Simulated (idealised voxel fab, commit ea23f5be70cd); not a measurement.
Process module name: voxel local oxidation
Shown is cross-section cut, with a width of 160 nm and square cells of size 5 nm.
Just so we're on the same page, the cross-sections are grids of square cells, and they're listed out in bands top to bottom, each band one or more rows deep. Each band's line starts with the height of the band's top and of its bottom, in nm. Then come its materials from left to right, each with its width in nm. One material with "full width" fills the band from edge to edge. "blank" is empty space. It should be noted that heights are counted from 0, beneath which the wafer as supplied is of one material throughout, and that the lowest band possesses no lower boundary but continues downward, as written in "0 and below". It should be noted that a width expressed as "30 to 40" varies in equal increments from row to row of cells within the band, taking the value of the first number at the top row and that of the second number at the bottom row. No cell of the cross-section changed in a step that is given as "same as before". For the entry "Trapped voids", the listed items are empty spaces with no open way to the top whose size is 8 cells or more; each item follows the pattern width x height at distance, where distance is from the left edge and all three are in nm. It should be noted that, on the line of a given step, the content following the step's settings is a remark produced by the simulator itself with respect to that step. overlay nm: on a step with a mask, how far right of its planned place the mask lay; negative means left.
### Steps in the process plan
1. op RECEIVE | material Si
2. op CONFORMAL_DEP | material SiO2 | thk nm 5
3. op CONFORMAL_DEP | material SiN | thk nm 15
4. op PATTERN | tone cover | mask id ACTIVE | material resist | width nm 115 | thk nm 20 | overlay nm 0
5. op DIRECTIONAL_ETCH | etch materials SiN | depth nm 15
6. op STRIP | etch materials resist
7. op SELECTIVE_ETCH | etch materials SiO2 | depth nm 5
8. op OXIDIZE | depth nm 15
9. op STRIP | etch materials SiN
### Run as planned: first of two wafers
### Cross-section, incoming material, after step 1
- 0 and below  Si full width
- Trapped voids: none
### The wafer in cross-section once step 2 is complete
- 5 down to 0  SiO2 full width
- All layers under 0 are left as they were.
### The wafer in cross-section once step 3 is complete
- 20 down to 5  SiN full width
- All layers under 5 are left as they were.
### The wafer in cross-section once step 4 is complete
- 40 down to 20  blank (20) | resist (115) | blank (25)
- All layers under 20 are left as they were.
### The wafer in cross-section once step 5 is complete
- 40 down to 20  blank (20) | resist (115) | blank (25)
- 20 down to 5  blank (20) | SiN (115) | blank (25)
- All layers under 5 are left as they were.
### The wafer in cross-section once step 6 is complete
- 20 down to 5  blank (20) | SiN (115) | blank (25)
- All layers under 5 are left as they were.
### The wafer in cross-section once step 7 is complete
- 20 down to 5  blank (20) | SiN (115) | blank (25)
- 5 down to 0  blank (25) | SiO2 (105) | blank (30)
- All layers under 0 are left as they were.
### The wafer in cross-section once step 8 is complete
- 20 down to 5  blank (20) | SiN (115) | blank (25)
- 5 down to 0  blank (25) | SiO2 (105) | blank (30)
- 0 down to -15  SiO2 (40) | Si (75) | SiO2 (45)
- All layers under -15 are left as they were.
### The wafer in cross-section once step 9 is complete
- 5 down to 0  blank (25) | SiO2 (105) | blank (30)
- All layers under 0 are left as they were.
### Second wafer, same starting conditions and recipe as the first, one mistake in executing it, nothing differs from the first up to and including step 8
### Second wafer, sectioned view, at step 9's planned end time
- 5 down to 0  blank (25) | SiO2 (105) | blank (30)
- All layers under 0 are left as they were.
What was the processing mistake? step 9 of the plan was carried out twice
Result: same final cross-section on the two wafers, so no effect from the mistake in this model.
